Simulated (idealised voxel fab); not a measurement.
Module name: voxel transistor to metal (process module)
The cross-section on display is named cut; it measures 160 nm wide, and its cells are 5 nm squares.
A cross-section in this document is a grid of square cells, and it is written down as bands, the top band listed before the ones below it; a band is made up of one or more rows of cells.
A band entry consists of two parts. The first gives the height of the band's top and the height of its bottom, in nm. The rest lists the band's materials from left to right, each with its width in nm. A single material labelled with the word "throughout" fills the band from edge to edge, and the word "empty" marks empty space.
Heights from 0 (as-received wafer is one material below). Bottom band endless downward, as "0 and below".
Width spec "30 to 40" -> top row of cells at first value, bottom row at second value, equal per-row change in between.
Where a step carries "everything unchanged", the cross-section came out of it unchanged, cell for cell.
Each empty space that has no open way to the top and spans at least 8 cells appears under "Unvented voids" as width x height at distance, the distance counted from the left edge, all in nm.
Post-settings text on a step line: simulator's own remark regarding the step.
What "overlay nm" on a step's line means: if the step has a mask, that mask lay this far to the right of its planned place, or, when the value is negative, to the left.
Pairs from here to the end. Each: cross-section before one process step, cross-section after it, the latter only as far down as the lowest band that changed. Under each: the step between, and its settings. Mind that the pairs may be taken from different runs of this module on the same starting wafer; whether a pair continues from the pair above depends on its entry headed "Prior to processing", and it does only where that entry says so.

Prior to processing
0 and below  Si throughout
Unvented voids: none

Post-Step Geometry
5 down to 0  SiO2 throughout
Below a height of 0, the structure has not been altered.
Unvented voids: none
Link between the two cross-sections above: CONFORMAL_DEP, material SiO2, thk nm 5

Prior to processing: cross-section not repeated; it is the one shown after the step in the pair just above.

Post-Step Geometry
15 down to 5  SiN throughout
Below a height of 5, the structure has not been altered.
Unvented voids: none
Link between the two cross-sections above: CONFORMAL_DEP, material SiN, thk nm 10

Prior to processing: cross-section not repeated; it is the one shown after the step in the pair just above.

Post-Step Geometry
35 down to 15  empty: 30; resist: 100; empty: 30
Below a height of 15, the structure has not been altered.
Unvented voids: none
Link between the two cross-sections above: PATTERN, tone cover, mask id ACTIVE, material resist, width nm 100, thk nm 20, overlay nm 0

Prior to processing: cross-section not repeated; it is the one shown after the step in the pair just above.

Post-Step Geometry
35 down to 15  empty: 30; resist: 100; empty: 30
15 down to 5  empty: 30; SiN: 100; empty: 30
Below a height of 5, the structure has not been altered.
Unvented voids: none
Link between the two cross-sections above: DIRECTIONAL_ETCH, etch materials SiN, depth nm 10

Prior to processing: cross-section not repeated; it is the one shown after the step in the pair just above.

Post-Step Geometry
35 down to 15  empty: 30; resist: 100; empty: 30
15 down to 5  empty: 30; SiN: 100; empty: 30
5 down to 0  empty: 30; SiO2: 100; empty: 30
Below a height of 0, the structure has not been altered.
Unvented voids: none
Link between the two cross-sections above: DIRECTIONAL_ETCH, etch materials SiO2, depth nm 5

Prior to processing: cross-section not repeated; it is the one shown after the step in the pair just above.

Post-Step Geometry
35 down to 15  empty: 30; resist: 100; empty: 30
15 down to 5  empty: 30; SiN: 100; empty: 30
5 down to 0  empty: 30; SiO2: 100; empty: 30
0 down to -30  empty: 30; Si: 100; empty: 30
Below a height of -30, the structure has not been altered.
Unvented voids: none
Link between the two cross-sections above: DIRECTIONAL_ETCH, etch materials Si, depth nm 30

Prior to processing: cross-section not repeated; it is the one shown after the step in the pair just above.

Post-Step Geometry
15 down to 5  empty: 30; SiN: 100; empty: 30
Below a height of 5, the structure has not been altered.
Unvented voids: none
Link between the two cross-sections above: STRIP, etch materials resist

Prior to processing: cross-section not repeated; it is the one shown after the step in the pair just above.

Post-Step Geometry
15 down to 5  empty: 30; SiN: 100; empty: 30
5 down to 0  empty: 30; SiO2: 100; empty: 30
0 down to -30  empty: 30; SiO2: 5; Si: 90; SiO2: 5; empty: 30
-30 down to -35  SiO2: 35; Si: 90; SiO2: 35
Below a height of -35, the structure has not been altered.
Unvented voids: none
Link between the two cross-sections above: OXIDIZE, depth nm 5

Prior to processing: cross-section not repeated; it is the one shown after the step in the pair just above.

Post-Step Geometry
30 down to 15  SiO2 throughout
15 down to 5  SiO2: 30; SiN: 100; SiO2: 30
5 down to 0  SiO2 throughout
0 down to -35  SiO2: 35; Si: 90; SiO2: 35
Below a height of -35, the structure has not been altered.
Unvented voids: none
Link between the two cross-sections above: FILL_DEP, material SiO2, thk nm 15

Prior to processing: cross-section not repeated; it is the one shown after the step in the pair just above.

Post-Step Geometry
15 down to 5  SiO2: 30; SiN: 100; SiO2: 30
Below a height of 5, the structure has not been altered.
Unvented voids: none
Link between the two cross-sections above: CMP, height nm 15

Prior to processing: cross-section not repeated; it is the one shown after the step in the pair just above.

Post-Step Geometry
15 down to 10  empty: 30; SiN: 100; empty: 30
Below a height of 10, the structure has not been altered.
Unvented voids: none
Link between the two cross-sections above: SELECTIVE_ETCH, etch materials SiO2, depth nm 5

Prior to processing: cross-section not repeated; it is the one shown after the step in the pair just above.

Post-Step Geometry
10 down to 5  SiO2: 30; empty: 100; SiO2: 30
Below a height of 5, the structure has not been altered.
Unvented voids: none
Link between the two cross-sections above: STRIP, etch materials SiN

Prior to processing: cross-section not repeated; it is the one shown after the step in the pair just above.

Post-Step Geometry
5 down to 0  SiO2: 25; empty: 110; SiO2: 25
Below a height of 0, the structure has not been altered.
Unvented voids: none
Link between the two cross-sections above: SELECTIVE_ETCH, etch materials SiO2, depth nm 5

Prior to processing: cross-section not repeated; it is the one shown after the step in the pair just above.

Post-Step Geometry
5 down to 0  SiO2: 25; empty: 110; SiO2: 25
0 down to -5  SiO2 throughout
Below a height of -5, the structure has not been altered.
Unvented voids: none
Link between the two cross-sections above: OXIDIZE, depth nm 5

Prior to processing: cross-section not repeated; it is the one shown after the step in the pair just above.

Post-Step Geometry
30 down to 25  polySi: 25; empty: 110; polySi: 25
25 down to 5  polySi throughout
5 down to 0  SiO2: 25; polySi: 110; SiO2: 25
Below a height of 0, the structure has not been altered.
Unvented voids: none
Link between the two cross-sections above: DIRECTIONAL_DEP, material polySi, thk nm 25

Prior to processing: cross-section not repeated; it is the one shown after the step in the pair just above.

Post-Step Geometry
45 down to 40  SiCN: 25; empty: 110; SiCN: 25
40 down to 30  SiCN throughout
30 down to 25  polySi: 25; SiCN: 110; polySi: 25
Below a height of 25, the structure has not been altered.
Unvented voids: none
Link between the two cross-sections above: DIRECTIONAL_DEP, material SiCN, thk nm 15

Prior to processing: cross-section not repeated; it is the one shown after the step in the pair just above.

Post-Step Geometry
60 down to 55  aC: 25; empty: 110; aC: 25
55 down to 45  aC throughout
45 down to 40  SiCN: 25; aC: 110; SiCN: 25
Below a height of 40, the structure has not been altered.
Unvented voids: none
Link between the two cross-sections above: DIRECTIONAL_DEP, material aC, thk nm 15

Prior to processing: cross-section not repeated; it is the one shown after the step in the pair just above.

Post-Step Geometry
90 down to 60  empty: 65; resist: 30; empty: 65
60 down to 55  aC: 25; empty: 40; resist: 30; empty: 40; aC: 25
Below a height of 55, the structure has not been altered.
Unvented voids: none
Link between the two cross-sections above: PATTERN, tone cover, mask id GATE, material resist, width nm 30, thk nm 30, overlay nm 0

Prior to processing: cross-section not repeated; it is the one shown after the step in the pair just above.

Post-Step Geometry
75 down to 55  empty: 65; resist: 30; empty: 65
55 down to 45  empty: 65; aC: 30; empty: 65
45 down to 40  SiCN: 25; empty: 40; aC: 30; empty: 40; SiCN: 25
Below a height of 40, the structure has not been altered.
Unvented voids: none
Link between the two cross-sections above: DIRECTIONAL_ETCH, etch materials aC, depth nm 15

Prior to processing: cross-section not repeated; it is the one shown after the step in the pair just above.

Post-Step Geometry
55 down to 45  empty: 65; aC: 30; empty: 65
Below a height of 45, the structure has not been altered.
Unvented voids: none
Link between the two cross-sections above: STRIP, etch materials resist

Prior to processing: cross-section not repeated; it is the one shown after the step in the pair just above.

Post-Step Geometry
55 down to 40  empty: 65; aC: 30; empty: 65
40 down to 30  empty: 65; SiCN: 30; empty: 65
30 down to 25  polySi: 25; empty: 40; SiCN: 30; empty: 40; polySi: 25
Below a height of 25, the structure has not been altered.
Unvented voids: none
Link between the two cross-sections above: DIRECTIONAL_ETCH, etch materials SiCN, depth nm 25

Prior to processing: cross-section not repeated; it is the one shown after the step in the pair just above.

Post-Step Geometry
55 down to 40  empty: 65; aC: 30; empty: 65
40 down to 25  empty: 65; SiCN: 30; empty: 65
25 down to 5  empty: 65; polySi: 30; empty: 65
5 down to 0  SiO2: 25; empty: 40; polySi: 30; empty: 40; SiO2: 25
Below a height of 0, the structure has not been altered.
Unvented voids: none
Link between the two cross-sections above: DIRECTIONAL_ETCH, etch materials polySi, depth nm 35

Prior to processing: cross-section not repeated; it is the one shown after the step in the pair just above.

Post-Step Geometry
40 down to 25  empty: 65; SiCN: 30; empty: 65
Below a height of 25, the structure has not been altered.
Unvented voids: none
Link between the two cross-sections above: STRIP, etch materials aC

Prior to processing: cross-section not repeated; it is the one shown after the step in the pair just above.

Post-Step Geometry
45 down to 40  empty: 60; SiN: 40; empty: 60
40 down to 25  empty: 60; SiN: 5; SiCN: 30; SiN: 5; empty: 60
25 down to 10  empty: 60; SiN: 5; polySi: 30; SiN: 5; empty: 60
10 down to 5  SiN: 30; empty: 30; SiN: 5; polySi: 30; SiN: 5; empty: 30; SiN: 30
5 down to 0  SiO2: 25; SiN: 40; polySi: 30; SiN: 40; SiO2: 25
Below a height of 0, the structure has not been altered.
Unvented voids: none
Link between the two cross-sections above: CONFORMAL_DEP, material SiN, thk nm 5

Prior to processing: cross-section not repeated; it is the one shown after the step in the pair just above.

Post-Step Geometry
40 down to 25  empty: 60; SiN: 5; SiCN: 30; SiN: 5; empty: 60
25 down to 5  empty: 60; SiN: 5; polySi: 30; SiN: 5; empty: 60
5 down to 0  SiO2: 25; SiN: 5; empty: 30; SiN: 5; polySi: 30; SiN: 5; empty: 30; SiN: 5; SiO2: 25
Below a height of 0, the structure has not been altered.
Unvented voids: none
Link between the two cross-sections above: DIRECTIONAL_ETCH, etch materials SiN, depth nm 5

Prior to processing: cross-section not repeated; it is the one shown after the step in the pair just above.

Post-Step Geometry
40 down to 25  empty: 60; SiN: 5; SiCN: 30; SiN: 5; empty: 60
25 down to 5  empty: 60; SiN: 5; polySi: 30; SiN: 5; empty: 60
5 down to 0  empty: 25; SiN: 5; empty: 30; SiN: 5; polySi: 30; SiN: 5; empty: 30; SiN: 5; empty: 25
0 down to -5  SiO2: 30; empty: 30; SiO2: 40; empty: 30; SiO2: 30
Below a height of -5, the structure has not been altered.
Unvented voids: none
Link between the two cross-sections above: DIRECTIONAL_ETCH, etch materials SiO2, depth nm 5

Prior to processing: cross-section not repeated; it is the one shown after the step in the pair just above.

Post-Step Geometry
40 down to 25  empty: 60; SiN: 5; SiCN: 30; SiN: 5; empty: 60
25 down to 5  empty: 60; SiN: 5; polySi: 30; SiN: 5; empty: 60
5 down to 0  empty: 25; SiN: 5; empty: 30; SiN: 5; polySi: 30; SiN: 5; empty: 30; SiN: 5; empty: 25
0 down to -5  SiO2: 30; empty: 30; SiO2: 40; empty: 30; SiO2: 30
-5 down to -20  SiO2: 35; empty: 25; Si: 40; empty: 25; SiO2: 35
Below a height of -20, the structure has not been altered.
Unvented voids: none
Link between the two cross-sections above: DIRECTIONAL_ETCH, etch materials Si, depth nm 15

Prior to processing: cross-section not repeated; it is the one shown after the step in the pair just above.

Post-Step Geometry
40 down to 25  empty: 60; SiN: 5; SiCN: 30; SiN: 5; empty: 60
25 down to 10  empty: 60; SiN: 5; polySi: 30; SiN: 5; empty: 60
10 down to 5  empty: 45; pSi: 15; SiN: 5; polySi: 30; SiN: 5; pSi: 15; empty: 45
5 down to 0  empty: 25; SiN: 5; empty: 15; pSi: 15; SiN: 5; polySi: 30; SiN: 5; pSi: 15; empty: 15; SiN: 5; empty: 25
0 down to -5  SiO2: 30; empty: 15; pSi: 15; SiO2: 40; pSi: 15; empty: 15; SiO2: 30
-5 down to -20  SiO2: 35; pSi: 25; Si: 40; pSi: 25; SiO2: 35
Below a height of -20, the structure has not been altered.
Unvented voids: none
Link between the two cross-sections above: EPI, material pSi, thk nm 15

Prior to processing: cross-section not repeated; it is the one shown after the step in the pair just above.

Post-Step Geometry
50 down to 40  SiO2 throughout
40 down to 25  SiO2: 60; SiN: 5; SiCN: 30; SiN: 5; SiO2: 60
25 down to 10  SiO2: 60; SiN: 5; polySi: 30; SiN: 5; SiO2: 60
10 down to 5  SiO2: 45; pSi: 15; SiN: 5; polySi: 30; SiN: 5; pSi: 15; SiO2: 45
5 down to 0  SiO2: 25; SiN: 5; SiO2: 15; pSi: 15; SiN: 5; polySi: 30; SiN: 5; pSi: 15; SiO2: 15; SiN: 5; SiO2: 25
0 down to -5  SiO2: 45; pSi: 15; SiO2: 40; pSi: 15; SiO2: 45
Below a height of -5, the structure has not been altered.
Unvented voids: none
Link between the two cross-sections above: FILL_DEP, material SiO2, thk nm 10

Prior to processing: cross-section not repeated; it is the one shown after the step in the pair just above.

Post-Step Geometry
25 down to 10  SiO2: 60; SiN: 5; polySi: 30; SiN: 5; SiO2: 60
Below a height of 10, the structure has not been altered.
Unvented voids: none
Link between the two cross-sections above: CMP, height nm 25

Prior to processing: cross-section not repeated; it is the one shown after the step in the pair just above.

Post-Step Geometry
25 down to 10  SiO2: 60; SiN: 5; empty: 30; SiN: 5; SiO2: 60
10 down to 5  SiO2: 45; pSi: 15; SiN: 5; empty: 30; SiN: 5; pSi: 15; SiO2: 45
5 down to 0  SiO2: 25; SiN: 5; SiO2: 15; pSi: 15; SiN: 5; empty: 30; SiN: 5; pSi: 15; SiO2: 15; SiN: 5; SiO2: 25
Below a height of 0, the structure has not been altered.
Unvented voids: none
Link between the two cross-sections above: STRIP, etch materials polySi

Prior to processing: cross-section not repeated; it is the one shown after the step in the pair just above.

Post-Step Geometry
25 down to 20  empty: 60; SiN: 5; empty: 30; SiN: 5; empty: 60
20 down to 10  SiO2: 60; SiN: 5; empty: 30; SiN: 5; SiO2: 60
10 down to 5  SiO2: 45; pSi: 15; SiN: 5; empty: 30; SiN: 5; pSi: 15; SiO2: 45
5 down to 0  SiO2: 25; SiN: 5; SiO2: 15; pSi: 15; SiN: 5; empty: 30; SiN: 5; pSi: 15; SiO2: 15; SiN: 5; SiO2: 25
0 down to -5  SiO2: 45; pSi: 15; empty: 40; pSi: 15; SiO2: 45
Below a height of -5, the structure has not been altered.
Unvented voids: none
Link between the two cross-sections above: SELECTIVE_ETCH, etch materials SiO2, depth nm 5

Prior to processing: cross-section not repeated; it is the one shown after the step in the pair just above.

Post-Step Geometry
30 down to 25  empty: 55; HfO2: 15; empty: 20; HfO2: 15; empty: 55
25 down to 20  HfO2: 60; SiN: 5; HfO2: 5; empty: 20; HfO2: 5; SiN: 5; HfO2: 60
20 down to 10  SiO2: 60; SiN: 5; HfO2: 5; empty: 20; HfO2: 5; SiN: 5; SiO2: 60
10 down to 5  SiO2: 45; pSi: 15; SiN: 5; HfO2: 5; empty: 20; HfO2: 5; SiN: 5; pSi: 15; SiO2: 45
5 down to 0  SiO2: 25; SiN: 5; SiO2: 15; pSi: 15; SiN: 5; HfO2: 5; empty: 20; HfO2: 5; SiN: 5; pSi: 15; SiO2: 15; SiN: 5; SiO2: 25
0 down to -5  SiO2: 45; pSi: 15; HfO2: 40; pSi: 15; SiO2: 45
Below a height of -5, the structure has not been altered.
Unvented voids: none
Link between the two cross-sections above: CONFORMAL_DEP, material HfO2, thk nm 5

Prior to processing: cross-section not repeated; it is the one shown after the step in the pair just above.

Post-Step Geometry
35 down to 30  empty: 50; TiN: 25; empty: 10; TiN: 25; empty: 50
30 down to 25  TiN: 55; HfO2: 15; TiN: 5; empty: 10; TiN: 5; HfO2: 15; TiN: 55
25 down to 20  HfO2: 60; SiN: 5; HfO2: 5; TiN: 5; empty: 10; TiN: 5; HfO2: 5; SiN: 5; HfO2: 60
20 down to 10  SiO2: 60; SiN: 5; HfO2: 5; TiN: 5; empty: 10; TiN: 5; HfO2: 5; SiN: 5; SiO2: 60
10 down to 5  SiO2: 45; pSi: 15; SiN: 5; HfO2: 5; TiN: 5; empty: 10; TiN: 5; HfO2: 5; SiN: 5; pSi: 15; SiO2: 45
5 down to 0  SiO2: 25; SiN: 5; SiO2: 15; pSi: 15; SiN: 5; HfO2: 5; TiN: 20; HfO2: 5; SiN: 5; pSi: 15; SiO2: 15; SiN: 5; SiO2: 25
Below a height of 0, the structure has not been altered.
Unvented voids: none
Link between the two cross-sections above: CONFORMAL_DEP, material TiN, thk nm 5

Prior to processing: cross-section not repeated; it is the one shown after the step in the pair just above.

Post-Step Geometry
40 down to 35  W throughout
35 down to 30  W: 50; TiN: 25; W: 10; TiN: 25; W: 50
30 down to 25  TiN: 55; HfO2: 15; TiN: 5; W: 10; TiN: 5; HfO2: 15; TiN: 55
25 down to 20  HfO2: 60; SiN: 5; HfO2: 5; TiN: 5; W: 10; TiN: 5; HfO2: 5; SiN: 5; HfO2: 60
20 down to 10  SiO2: 60; SiN: 5; HfO2: 5; TiN: 5; W: 10; TiN: 5; HfO2: 5; SiN: 5; SiO2: 60
10 down to 5  SiO2: 45; pSi: 15; SiN: 5; HfO2: 5; TiN: 5; W: 10; TiN: 5; HfO2: 5; SiN: 5; pSi: 15; SiO2: 45
Below a height of 5, the structure has not been altered.
Unvented voids: none
Link between the two cross-sections above: FILL_DEP, material W, thk nm 5

Prior to processing: cross-section not repeated; it is the one shown after the step in the pair just above.

Post-Step Geometry
20 down to 10  SiO2: 60; SiN: 5; HfO2: 5; TiN: 5; W: 10; TiN: 5; HfO2: 5; SiN: 5; SiO2: 60
Below a height of 10, the structure has not been altered.
Unvented voids: none
Link between the two cross-sections above: CMP, height nm 20

Prior to processing: cross-section not repeated; it is the one shown after the step in the pair just above.

Post-Step Geometry
30 down to 20  SiO2 throughout
Below a height of 20, the structure has not been altered.
Unvented voids: none
Link between the two cross-sections above: DIRECTIONAL_DEP, material SiO2, thk nm 10

Prior to processing: cross-section not repeated; it is the one shown after the step in the pair just above.

Post-Step Geometry
30 down to 20  SiO2: 35; empty: 15; SiO2: 60; empty: 15; SiO2: 35
20 down to 10  SiO2: 35; empty: 15; SiO2: 10; SiN: 5; HfO2: 5; TiN: 5; W: 10; TiN: 5; HfO2: 5; SiN: 5; SiO2: 10; empty: 15; SiO2: 35
10 down to 5  SiO2: 35; empty: 10; pSi: 15; SiN: 5; HfO2: 5; TiN: 5; W: 10; TiN: 5; HfO2: 5; SiN: 5; pSi: 15; empty: 10; SiO2: 35
5 down to 0  SiO2: 25; SiN: 5; SiO2: 5; empty: 10; pSi: 15; SiN: 5; HfO2: 5; TiN: 20; HfO2: 5; SiN: 5; pSi: 15; empty: 10; SiO2: 5; SiN: 5; SiO2: 25
0 down to -5  SiO2: 35; empty: 10; pSi: 15; HfO2: 40; pSi: 15; empty: 10; SiO2: 35
Below a height of -5, the structure has not been altered.
Unvented voids: none
Link between the two cross-sections above: MASKED_ETCH, tone open, mask id CONTACT, width nm 15, pitch nm 75, etch materials SiO2, depth nm 35, overlay nm 0

Prior to processing: cross-section not repeated; it is the one shown after the step in the pair just above.

Post-Step Geometry
35 down to 30  TiN: 40; empty: 5; TiN: 70; empty: 5; TiN: 40
30 down to 20  SiO2: 35; TiN: 5; empty: 5; TiN: 5; SiO2: 60; TiN: 5; empty: 5; TiN: 5; SiO2: 35
20 down to 15  SiO2: 35; TiN: 5; empty: 5; TiN: 5; SiO2: 10; SiN: 5; HfO2: 5; TiN: 5; W: 10; TiN: 5; HfO2: 5; SiN: 5; SiO2: 10; TiN: 5; empty: 5; TiN: 5; SiO2: 35
15 down to 10  SiO2: 35; TiN: 15; SiO2: 10; SiN: 5; HfO2: 5; TiN: 5; W: 10; TiN: 5; HfO2: 5; SiN: 5; SiO2: 10; TiN: 15; SiO2: 35
10 down to 5  SiO2: 35; TiN: 10; pSi: 15; SiN: 5; HfO2: 5; TiN: 5; W: 10; TiN: 5; HfO2: 5; SiN: 5; pSi: 15; TiN: 10; SiO2: 35
5 down to 0  SiO2: 25; SiN: 5; SiO2: 5; TiN: 10; pSi: 15; SiN: 5; HfO2: 5; TiN: 20; HfO2: 5; SiN: 5; pSi: 15; TiN: 10; SiO2: 5; SiN: 5; SiO2: 25
0 down to -5  SiO2: 35; TiN: 10; pSi: 15; HfO2: 40; pSi: 15; TiN: 10; SiO2: 35
Below a height of -5, the structure has not been altered.
Unvented voids: none
Link between the two cross-sections above: CONFORMAL_DEP, material TiN, thk nm 5

Prior to processing: cross-section not repeated; it is the one shown after the step in the pair just above.

Post-Step Geometry
40 down to 35  Ru throughout
35 down to 30  TiN: 40; Ru: 5; TiN: 70; Ru: 5; TiN: 40
30 down to 20  SiO2: 35; TiN: 5; Ru: 5; TiN: 5; SiO2: 60; TiN: 5; Ru: 5; TiN: 5; SiO2: 35
20 down to 15  SiO2: 35; TiN: 5; Ru: 5; TiN: 5; SiO2: 10; SiN: 5; HfO2: 5; TiN: 5; W: 10; TiN: 5; HfO2: 5; SiN: 5; SiO2: 10; TiN: 5; Ru: 5; TiN: 5; SiO2: 35
Below a height of 15, the structure has not been altered.
Unvented voids: none
Link between the two cross-sections above: FILL_DEP, material Ru, thk nm 5

Prior to processing: cross-section not repeated; it is the one shown after the step in the pair just above.

Post-Step Geometry
30 down to 20  SiO2: 35; TiN: 5; Ru: 5; TiN: 5; SiO2: 60; TiN: 5; Ru: 5; TiN: 5; SiO2: 35
Below a height of 20, the structure has not been altered.
Unvented voids: none
Link between the two cross-sections above: CMP, height nm 30

Prior to processing: cross-section not repeated; it is the one shown after the step in the pair just above.

Post-Step Geometry
35 down to 30  SiN throughout
Below a height of 30, the structure has not been altered.
Unvented voids: none
Link between the two cross-sections above: CONFORMAL_DEP, material SiN, thk nm 5

Prior to processing: cross-section not repeated; it is the one shown after the step in the pair just above.

Post-Step Geometry
60 down to 35  SiO2 throughout
Below a height of 35, the structure has not been altered.
Unvented voids: none
Link between the two cross-sections above: DIRECTIONAL_DEP, material SiO2, thk nm 25

Prior to processing: cross-section not repeated; it is the one shown after the step in the pair just above.

Post-Step Geometry
80 down to 60  resist: 35; empty: 15; resist: 60; empty: 15; resist: 35
Below a height of 60, the structure has not been altered.
Unvented voids: none
Link between the two cross-sections above: PATTERN, tone open, mask id METAL_1, material resist, width nm 15, pitch nm 75, thk nm 20, overlay nm 0

Prior to processing: cross-section not repeated; it is the one shown after the step in the pair just above.

Post-Step Geometry
80 down to 60  resist: 35; empty: 15; resist: 60; empty: 15; resist: 35
60 down to 35  SiO2: 35; empty: 15; SiO2: 60; empty: 15; SiO2: 35
Below a height of 35, the structure has not been altered.
Unvented voids: none
Link between the two cross-sections above: DIRECTIONAL_ETCH, etch materials SiO2, depth nm 25

Prior to processing: cross-section not repeated; it is the one shown after the step in the pair just above.

Post-Step Geometry
80 down to 60  resist: 35; empty: 15; resist: 60; empty: 15; resist: 35
60 down to 35  SiO2: 35; empty: 15; SiO2: 60; empty: 15; SiO2: 35
35 down to 30  SiN: 35; empty: 15; SiN: 60; empty: 15; SiN: 35
Below a height of 30, the structure has not been altered.
Unvented voids: none
Link between the two cross-sections above: DIRECTIONAL_ETCH, etch materials SiN, depth nm 5

Prior to processing: cross-section not repeated; it is the one shown after the step in the pair just above.

Post-Step Geometry
60 down to 35  SiO2: 35; empty: 15; SiO2: 60; empty: 15; SiO2: 35
Below a height of 35, the structure has not been altered.
Unvented voids: none
Link between the two cross-sections above: STRIP, etch materials resist

Prior to processing: cross-section not repeated; it is the one shown after the step in the pair just above.

Post-Step Geometry
65 down to 60  TiN: 40; empty: 5; TiN: 70; empty: 5; TiN: 40
60 down to 35  SiO2: 35; TiN: 5; empty: 5; TiN: 5; SiO2: 60; TiN: 5; empty: 5; TiN: 5; SiO2: 35
35 down to 30  SiN: 35; TiN: 15; SiN: 60; TiN: 15; SiN: 35
Below a height of 30, the structure has not been altered.
Unvented voids: none
Link between the two cross-sections above: CONFORMAL_DEP, material TiN, thk nm 5

Prior to processing: cross-section not repeated; it is the one shown after the step in the pair just above.

Post-Step Geometry
75 down to 65  Cu throughout
65 down to 60  TiN: 40; Cu: 5; TiN: 70; Cu: 5; TiN: 40
60 down to 35  SiO2: 35; TiN: 5; Cu: 5; TiN: 5; SiO2: 60; TiN: 5; Cu: 5; TiN: 5; SiO2: 35
Below a height of 35, the structure has not been altered.
Unvented voids: none
Link between the two cross-sections above: FILL_DEP, material Cu, thk nm 10

Prior to processing: cross-section not repeated; it is the one shown after the step in the pair just above.

Post-Step Geometry
60 down to 35  SiO2: 35; TiN: 5; Cu: 5; TiN: 5; SiO2: 60; TiN: 5; Cu: 5; TiN: 5; SiO2: 35
Below a height of 35, the structure has not been altered.
Unvented voids: none
Link between the two cross-sections above: CMP, height nm 60

Prior to processing: cross-section not repeated; it is the one shown after the step in the pair just above.

Post-Step Geometry
65 down to 60  empty: 30; Ru: 25; empty: 50; Ru: 25; empty: 30
Below a height of 60, the structure has not been altered.
Unvented voids: none
Link between the two cross-sections above: EPI, material Ru, thk nm 5

Prior to processing: cross-section not repeated; it is the one shown after the step in the pair just above.

Post-Step Geometry
70 down to 65  SiCN throughout
65 down to 60  SiCN: 30; Ru: 25; SiCN: 50; Ru: 25; SiCN: 30
Below a height of 60, the structure has not been altered.
Unvented voids: none
Link between the two cross-sections above: FILL_DEP, material SiCN, thk nm 5

Prior to processing
5 down to 0  SiO2: 25; empty: 110; SiO2: 25
0 down to -5  SiO2 throughout
-5 down to -35  SiO2: 35; Si: 90; SiO2: 35
-35 and below  Si throughout
Unvented voids: none

Post-Step Geometry
20 down to 15  SiCN: 25; empty: 110; SiCN: 25
15 down to 5  SiCN throughout
5 down to 0  SiO2: 25; SiCN: 110; SiO2: 25
Below a height of 0, the structure has not been altered.
Unvented voids: none
Link between the two cross-sections above: DIRECTIONAL_DEP, material SiCN, thk nm 15

Prior to processing: cross-section not repeated; it is the one shown after the step in the pair just above.

Post-Step Geometry
35 down to 30  aC: 25; empty: 110; aC: 25
30 down to 20  aC throughout
20 down to 15  SiCN: 25; aC: 110; SiCN: 25
Below a height of 15, the structure has not been altered.
Unvented voids: none
Link between the two cross-sections above: DIRECTIONAL_DEP, material aC, thk nm 15

Prior to processing: cross-section not repeated; it is the one shown after the step in the pair just above.

Post-Step Geometry
65 down to 35  empty: 65; resist: 30; empty: 65
35 down to 30  aC: 25; empty: 40; resist: 30; empty: 40; aC: 25
Below a height of 30, the structure has not been altered.
Unvented voids: none
Link between the two cross-sections above: PATTERN, tone cover, mask id GATE, material resist, width nm 30, thk nm 30, overlay nm 0

Prior to processing: cross-section not repeated; it is the one shown after the step in the pair just above.

Post-Step Geometry
50 down to 30  empty: 65; resist: 30; empty: 65
30 down to 20  empty: 65; aC: 30; empty: 65
20 down to 15  SiCN: 25; empty: 40; aC: 30; empty: 40; SiCN: 25
Below a height of 15, the structure has not been altered.
Unvented voids: none
Link between the two cross-sections above: DIRECTIONAL_ETCH, etch materials aC, depth nm 15

Prior to processing: cross-section not repeated; it is the one shown after the step in the pair just above.

Post-Step Geometry
30 down to 20  empty: 65; aC: 30; empty: 65
Below a height of 20, the structure has not been altered.
Unvented voids: none
Link between the two cross-sections above: STRIP, etch materials resist

Prior to processing: cross-section not repeated; it is the one shown after the step in the pair just above.

Post-Step Geometry
30 down to 15  empty: 65; aC: 30; empty: 65
15 down to 5  empty: 65; SiCN: 30; empty: 65
5 down to 0  SiO2: 25; empty: 40; SiCN: 30; empty: 40; SiO2: 25
Below a height of 0, the structure has not been altered.
Unvented voids: none
Link between the two cross-sections above: DIRECTIONAL_ETCH, etch materials SiCN, depth nm 25

Prior to processing: cross-section not repeated; it is the one shown after the step in the pair just above.

Post-Step Geometry
15 down to 5  empty: 65; SiCN: 30; empty: 65
Below a height of 5, the structure has not been altered.
Unvented voids: none
Link between the two cross-sections above: STRIP, etch materials aC

Prior to processing: cross-section not repeated; it is the one shown after the step in the pair just above.

Post-Step Geometry
20 down to 15  empty: 60; SiN: 40; empty: 60
15 down to 10  empty: 60; SiN: 5; SiCN: 30; SiN: 5; empty: 60
10 down to 5  SiN: 30; empty: 30; SiN: 5; SiCN: 30; SiN: 5; empty: 30; SiN: 30
5 down to 0  SiO2: 25; SiN: 40; SiCN: 30; SiN: 40; SiO2: 25
Below a height of 0, the structure has not been altered.
Unvented voids: none
Link between the two cross-sections above: CONFORMAL_DEP, material SiN, thk nm 5

Prior to processing: cross-section not repeated; it is the one shown after the step in the pair just above.

Post-Step Geometry
15 down to 5  empty: 60; SiN: 5; SiCN: 30; SiN: 5; empty: 60
5 down to 0  SiO2: 25; SiN: 5; empty: 30; SiN: 5; SiCN: 30; SiN: 5; empty: 30; SiN: 5; SiO2: 25
Below a height of 0, the structure has not been altered.
Unvented voids: none
Link between the two cross-sections above: DIRECTIONAL_ETCH, etch materials SiN, depth nm 5

Prior to processing: cross-section not repeated; it is the one shown after the step in the pair just above.

Post-Step Geometry
15 down to 5  empty: 60; SiN: 5; SiCN: 30; SiN: 5; empty: 60
5 down to 0  empty: 25; SiN: 5; empty: 30; SiN: 5; SiCN: 30; SiN: 5; empty: 30; SiN: 5; empty: 25
0 down to -5  SiO2: 30; empty: 30; SiO2: 40; empty: 30; SiO2: 30
Below a height of -5, the structure has not been altered.
Unvented voids: none
Link between the two cross-sections above: DIRECTIONAL_ETCH, etch materials SiO2, depth nm 5

Prior to processing: cross-section not repeated; it is the one shown after the step in the pair just above.

Post-Step Geometry
15 down to 5  empty: 60; SiN: 5; SiCN: 30; SiN: 5; empty: 60
5 down to 0  empty: 25; SiN: 5; empty: 30; SiN: 5; SiCN: 30; SiN: 5; empty: 30; SiN: 5; empty: 25
0 down to -5  SiO2: 30; empty: 30; SiO2: 40; empty: 30; SiO2: 30
-5 down to -20  SiO2: 35; empty: 25; Si: 40; empty: 25; SiO2: 35
Below a height of -20, the structure has not been altered.
Unvented voids: none
Link between the two cross-sections above: DIRECTIONAL_ETCH, etch materials Si, depth nm 15
